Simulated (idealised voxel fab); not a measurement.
A process module follows: voxel air gaps.
This is section cut - it's 215 nm across, gridded in 5 nm square cells.
In what follows, cross-sections appear as grids of square cells, described through bands that run from the top down, where every band is one or more rows of cells. The entry gives the band's vertical extent as a top height and a bottom height in nm, then its horizontal make-up as materials from left to right, each with a width in nm. "empty" stands for empty space; a single material marked "throughout" fills the band edge to edge. Measure heights from 0. That's the level where, below it, the as-received wafer is all one material. The lowest band is bottomless and extends downward; write it as in "top 0, no bottom". The width entry "30 to 40" should be interpreted row by row: the top row of cells in the band takes the first number, the bottom row takes the second number, and the change between adjacent rows is uniform throughout. "remains unaltered" for a step: no cell of the cross-section changed in that step. Enclosed voids (no open way to top), threshold 8 cells or more, entry "Sealed void listing", notation width x height at distance, distance from left edge, nm. Anything after a step's settings on that line? It's the simulator's own note about the step. When a step includes a mask, the "overlay nm" setting on its line states how far to the right of its planned place that mask lay, and negative values state how far to the left.
# The steps planned for the process are as follows
step 1: RECEIVE, material Si
step 2: CONFORMAL_DEP, material SiO2, thk nm 10
step 3: CONFORMAL_DEP, material SiN, thk nm 5
step 4: DIRECTIONAL_DEP, material lowk, thk nm 35
step 5: DIRECTIONAL_DEP, material aC, thk nm 15
step 6: PATTERN, tone open, mask id LINES, material resist, width nm 15, pitch nm 45, thk nm 35, overlay nm 0
step 7: DIRECTIONAL_ETCH, etch materials aC, depth nm 15
step 8: STRIP, etch materials resist
step 9: DIRECTIONAL_ETCH, etch materials lowk, depth nm 35
step 10: STRIP, etch materials aC
step 11: CONFORMAL_DEP, material TiN, thk nm 5
step 12: FILL_DEP, material Ru, thk nm 10
step 13: CMP, height nm 50
step 14: EPI, material Ru, thk nm 10
step 15: SELECTIVE_ETCH, etch materials lowk, depth nm 45
step 16: CONFORMAL_DEP, material SiN, thk nm 5
# As-received wafer cross-section (after step 1)
top 0, no bottom | Si throughout
Sealed void listing: none
# Here's the cross-section of the first of our two wafers at the end of the module - it ran as planned
top 65, bottom 60 | 40 of empty  135 of SiN  40 of empty
top 60, bottom 50 | 40 of empty  5 of SiN  35 of Ru  10 of SiN  35 of Ru  10 of SiN  35 of Ru  5 of SiN  40 of empty
top 50, bottom 45 | 40 of empty  15 of SiN  5 of TiN  5 of Ru  5 of TiN  30 of SiN  5 of TiN  5 of Ru  5 of TiN  30 of SiN  5 of TiN  5 of Ru  5 of TiN  15 of SiN  40 of empty
top 45, bottom 20 | 50 of empty  5 of SiN  5 of TiN  5 of Ru  5 of TiN  5 of SiN  20 of empty  5 of SiN  5 of TiN  5 of Ru  5 of TiN  5 of SiN  20 of empty  5 of SiN  5 of TiN  5 of Ru  5 of TiN  5 of SiN  50 of empty
top 20, bottom 15 | 55 of SiN  15 of TiN  30 of SiN  15 of TiN  30 of SiN  15 of TiN  55 of SiN
top 15, bottom 10 | SiN throughout
top 10, bottom 0 | SiO2 throughout
top 0, no bottom | Si throughout
Sealed void listing: 20 x 25 at 75; 20 x 25 at 120
# Second wafer of the two, sectioned at the end of the module. It began like the first and followed the same plan, but one mistake was made while running it
top 65, bottom 60 | 35 of empty  135 of SiN  45 of empty
top 60, bottom 50 | 35 of empty  5 of SiN  35 of Ru  10 of SiN  35 of Ru  10 of SiN  35 of Ru  5 of SiN  45 of empty
top 50, bottom 45 | 35 of empty  15 of SiN  5 of TiN  5 of Ru  5 of TiN  30 of SiN  5 of TiN  5 of Ru  5 of TiN  30 of SiN  5 of TiN  5 of Ru  5 of TiN  15 of SiN  45 of empty
top 45, bottom 20 | 45 of empty  5 of SiN  5 of TiN  5 of Ru  5 of TiN  5 of SiN  20 of empty  5 of SiN  5 of TiN  5 of Ru  5 of TiN  5 of SiN  20 of empty  5 of SiN  5 of TiN  5 of Ru  5 of TiN  5 of SiN  55 of empty
top 20, bottom 15 | 50 of SiN  15 of TiN  30 of SiN  15 of TiN  30 of SiN  15 of TiN  60 of SiN
top 15, bottom 10 | SiN throughout
top 10, bottom 0 | SiO2 throughout
top 0, no bottom | Si throughout
Sealed void listing: 20 x 25 at 70; 20 x 25 at 115
Against the plan, the run slipped here: step 6 changed vs plan, executed as PATTERN, tone open, mask id LINES, material resist, width nm 15, pitch nm 45, thk nm 35, overlay nm -5
If you tally the cells, the second wafer ends up with the same amount of every material as the first; it's all just sitting in different places.
